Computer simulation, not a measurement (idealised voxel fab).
This section sets out a process module, namely voxel local oxidation.
We display cut, a cross-section 255 nm in width whose square cells are each 5 nm.
Heads up, the way a cross-section reads in here is a grid of square cells, handed over as bands from the top down, with every band being one or more rows of cells. Top height, bottom height, nm. Materials left to right, width each, nm. Single material + "throughout" = fills band edge to edge. "air" = empty. Counting heights begins at 0, where everything beneath is, in the wafer as received, one material. The lowest band has no bottom; it goes on downwards, as "from 0 down" shows. Quick explanation for "30->40": the width changes in equal steps down the rows of cells, from the first number in the band's top row to the second number in its bottom row. Where the words "no change" appear for a step, the cross-section shows no cell changed by that step; every cell remained as before. If an empty space has no open way to the top and is at least 8 cells in size, "Sealed void listing" lists it, written width x height at distance, where distance is measured from the left edge and every value is in nm. after a step's settings: what the simulator itself notes on the step. The optional step-line setting "overlay nm" applies to steps with a mask and quantifies how far to the right of its planned location the mask lay, a negative value indicating leftward placement.
## The steps planned for the process are as follows
1. RECEIVE [material Si]
2. CONFORMAL_DEP [material SiO2] [thk nm 5]
3. CONFORMAL_DEP [material SiN] [thk nm 15]
4. PATTERN [tone cover] [mask id ACTIVE] [material resist] [width nm 115] [thk nm 15] [overlay nm 0]
5. DIRECTIONAL_ETCH [etch materials SiN] [depth nm 15]
6. STRIP [etch materials resist]
7. SELECTIVE_ETCH [etch materials SiO2] [depth nm 5]
8. OXIDIZE [depth nm 15]
9. STRIP [etch materials SiN]
## Shown in cross-section is the wafer as received, that is, as it stands after step 1
  from 0 down  Si throughout
  Sealed void listing: none
## a wafer at the end: this start, this plan, one mistake
  from 5 to 0  SiO2 65 nm | air 125 nm | SiO2 65 nm
  from 0 to -15  Si 50 nm | SiO2 155 nm | Si 50 nm
  from -15 down  Si throughout
  Sealed void listing: none
Misprocessing identified: step 4: run off-plan, actual operation and settings PATTERN [tone open] [mask id ACTIVE] [material resist] [width nm 115] [thk nm 15] [overlay nm 0]
